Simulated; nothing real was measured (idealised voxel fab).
voxel released beams: a process module
The cross-section on display is named cut; it measures 170 nm wide, and its cells are 5 nm squares.
Notation: cross-section as square-cell grid; stated in bands, top first, going down; one or more cell rows per band. Quick guide to a band line: top height, bottom height (nm) up front; then every material left to right with its width in nm. Only one material and it's marked "full width"? Then it fills the band edge to edge. And "blank" just means empty space. Measure heights from 0. That's the level where, below it, the as-received wafer is all one material. The lowest band is bottomless and extends downward; write it as in "top 0, no bottom". Width "30->40": first value at the band's top row of cells, second value at its bottom row, equal change from row to row. The cross-section has no changed cell in any step marked "same as before". In the "Closed void listing" entry, you get each enclosed empty space of 8 cells or more, one with no open way to the top, written width x height at distance, distance from the left edge, in nm. Text after the settings on a step's line: the simulator's own remark on that step. overlay nm: step with mask; distance mask lay right of planned place; negative value = left of planned place.

**Process steps - plan**
1) RECEIVE [material Si]
2) CONFORMAL_DEP [material Al2O3] [thk nm 5]
3) DIRECTIONAL_DEP [material SiO2] [thk nm 20]
4) PATTERN [tone open] [mask id ANCHOR] [material resist] [width nm 40] [thk nm 20] [overlay nm 0]
5) DIRECTIONAL_ETCH [etch materials SiO2] [depth nm 20]
6) STRIP [etch materials resist]
7) CONFORMAL_DEP [material SiN] [thk nm 15]
8) MASKED_ETCH [tone cover] [mask id BEAM] [width nm 85] [etch materials SiN] [depth nm 15] [overlay nm 0]
9) STRIP [etch materials SiO2]

**Shown in cross-section is the wafer as received, that is, as it stands after step 1**
top 0, no bottom: Si full width
Closed void listing: none

**Cross-sectional result after module completion. Note: starting condition and plan are unchanged from above; one processing mistake was made**
top 40, bottom 25: blank 40 nm; SiN 85 nm; blank 45 nm
top 25, bottom 20: Al2O3 full width
top 20, bottom 0: SiO2 full width
top 0, no bottom: Si full width
Closed void listing: none
Run error: deviation from plan: step 3 and step 2 executed in one another's positions
